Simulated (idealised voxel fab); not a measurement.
process module | voxel self aligned vias
We display cut, a cross-section 205 nm in width whose square cells are each 5 nm.
Bands, listed from the top down, are how a cross-section gets written in this document; the cross-section itself is a grid of square cells, and a band is one or more rows of them.
Band: top height; bottom height; in nm. Then, left to right: material with width in nm, for each material. "throughout": a single material spanning edge to edge. "blank": empty space.
Heights are expressed relative to 0, this being the level below which the as-received wafer comprises one material exclusively. The lowest band is unbounded in the downward direction and is denoted as in "top 0, no bottom".
Note: "30->40" means the width goes from the first number (top row of the band) to the second number (bottom row) in equal steps per row of cells.
Any step labelled "no alterations made" changed none of the cells in the cross-section.
Closed-off voids of 8+ cells (no open route to the top) go in "Sealed internal cavities", written width x height at distance from the left edge, in nm.
Step line, after settings: the simulator's comment on this step.
"overlay nm" answers the question of how far to the right of plan the mask lay on a step that has a mask, and when it is negative the answer is to the left.

**Intended process steps**
1,RECEIVE with material Si
2,CONFORMAL_DEP with material SiO2, thk nm 10
3,CONFORMAL_DEP with material SiCN, thk nm 5
4,DIRECTIONAL_DEP with material lowk, thk nm 30
5,MASKED_ETCH with tone open, mask id LINES, width nm 20, pitch nm 65, etch materials lowk, depth nm 30, overlay nm 0
6,CONFORMAL_DEP with material TiN, thk nm 5
7,FILL_DEP with material W, thk nm 5
8,CMP with height nm 45
9,SELECTIVE_ETCH with etch materials W Ru TiN, depth nm 5
10,FILL_DEP with material SiN, thk nm 5
11,CMP with height nm 45
12,DIRECTIONAL_DEP with material lowk, thk nm 15
13,PATTERN with tone open, mask id VIAS, material resist, width nm 40, pitch nm 65, thk nm 20, overlay nm 0
14,DIRECTIONAL_ETCH with etch materials lowk, depth nm 15
15,DIRECTIONAL_ETCH with etch materials SiN, depth nm 5
16,STRIP with etch materials resist
17,CONFORMAL_DEP with material TiN, thk nm 5
18,FILL_DEP with material Cu, thk nm 10
19,CMP with height nm 60
20,CONFORMAL_DEP with material SiCN, thk nm 5

**Cross-section of the wafer upon arrival, representing the state reached after step 1**
* top 0, no bottom | Si throughout
* Sealed internal cavities: none

**Result of the module, cross-sectioned: start per above, plan per above, one error in how it was run**
* top 65, bottom 60 | SiCN throughout
* top 60, bottom 45 | 15 lowk, 5 TiN, 30 Cu, 5 TiN, 25 lowk, 5 TiN, 30 Cu, 5 TiN, 25 lowk, 5 TiN, 30 Cu, 5 TiN, 20 lowk
* top 45, bottom 40 | 15 SiN, 40 TiN, 25 SiN, 40 TiN, 25 SiN, 40 TiN, 20 SiN
* top 40, bottom 35 | 30 TiN, 10 W, 55 TiN, 10 W, 55 TiN, 10 W, 35 TiN
* top 35, bottom 10 | 25 lowk, 5 TiN, 10 W, 5 TiN, 45 lowk, 5 TiN, 10 W, 5 TiN, 45 lowk, 5 TiN, 10 W, 5 TiN, 30 lowk
* top 10, bottom 5 | 25 lowk, 20 TiN, 45 lowk, 20 TiN, 45 lowk, 20 TiN, 30 lowk
* top 5, bottom 0 | SiCN throughout
* top 0, no bottom | Si throughout
* Sealed internal cavities: none
Where did the run depart from the plan? it should be noted that step 2 of the plan was omitted and was not performed
